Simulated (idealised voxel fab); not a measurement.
Title: Process Module voxel trench capacitor
Square cell edge 5 nm, section width 260 nm, ID cut.
Just so we're on the same page, the cross-sections are grids of square cells, and they're listed out in bands top to bottom, each band one or more rows deep. For a band, the entry starts with two heights in nm, that of the top and then that of the bottom, and carries on with the band's materials in order from left to right, each alongside its width in nm; the word "full width" beside a single material means it fills the band edge to edge, and "air" means empty space. Measure heights from 0. That's the level where, below it, the as-received wafer is all one material. The lowest band is bottomless and extends downward; write it as in "z 0 and below". Quick explanation for "30..40": the width changes in equal steps down the rows of cells, from the first number in the band's top row to the second number in its bottom row. For the purposes of this document, the phrase "nothing was modified" attached to a step denotes that no cell within the cross-section was modified by that step. "closed voids" specifies each empty space that is not open to the top and that occupies no fewer than 8 cells, using the form width x height at distance, the distance measured from the left edge and all three quantities in nm. Anything after a step's settings on that line? It's the simulator's own note about the step. Each step line may optionally specify "overlay nm", which for a step with a mask gives the rightward distance between the mask's planned place and where it lay, a negative value indicating the leftward direction.

# The steps planned for the process are as follows
1 RECEIVE, material Si
2 CONFORMAL_DEP, material SiN, thk nm 5
3 PATTERN, tone open, mask id TRENCH, material resist, width nm 15, pitch nm 30, thk nm 20, overlay nm 0
4 DIRECTIONAL_ETCH, etch materials SiN, depth nm 5
5 DIRECTIONAL_ETCH, etch materials Si, depth nm 35
6 STRIP, etch materials resist
7 CONFORMAL_DEP, material SiO2, thk nm 5
8 FILL_DEP, material polySi, thk nm 5
9 CMP, height nm 5

# Incoming wafer, cross-sectional view, post step 1
z 0 and below: Si full width
closed voids: none

# Looking at the first of two wafers in cross-section at end of module - ran to plan
z 5 to 0: SiN: 90; SiO2: 5; polySi: 5; SiO2: 5; SiN: 15; SiO2: 5; polySi: 5; SiO2: 5; SiN: 15; SiO2: 5; polySi: 5; SiO2: 5; SiN: 95
z 0 to -30: Si: 90; SiO2: 5; polySi: 5; SiO2: 5; Si: 15; SiO2: 5; polySi: 5; SiO2: 5; Si: 15; SiO2: 5; polySi: 5; SiO2: 5; Si: 95
z -30 to -35: Si: 90; SiO2: 15; Si: 15; SiO2: 15; Si: 15; SiO2: 15; Si: 95
z -35 and below: Si full width
closed voids: none

# End-of-module cross-section of the second wafer: identical starting point and process plan to the first, with one processing mistake
z 5 to 0: polySi: 85; SiO2: 5; SiN: 15; SiO2: 5; polySi: 5; SiO2: 5; SiN: 15; SiO2: 5; polySi: 5; SiO2: 5; SiN: 15; SiO2: 5; polySi: 90
z 0 to -30: polySi: 85; SiO2: 5; Si: 15; SiO2: 5; polySi: 5; SiO2: 5; Si: 15; SiO2: 5; polySi: 5; SiO2: 5; Si: 15; SiO2: 5; polySi: 90
z -30 to -35: SiO2: 90; Si: 15; SiO2: 15; Si: 15; SiO2: 15; Si: 15; SiO2: 95
z -35 and below: Si full width
closed voids: none
Nonconformance to the process plan: off-plan run, step 3, actual operation and settings PATTERN, tone cover, mask id TRENCH, material resist, width nm 15, pitch nm 30, thk nm 20, overlay nm 0
The closing comparison, in cells, has the second wafer with more or fewer of some materials than the first: Si -238 | SiN -34 | SiO2 +34 | polySi +238
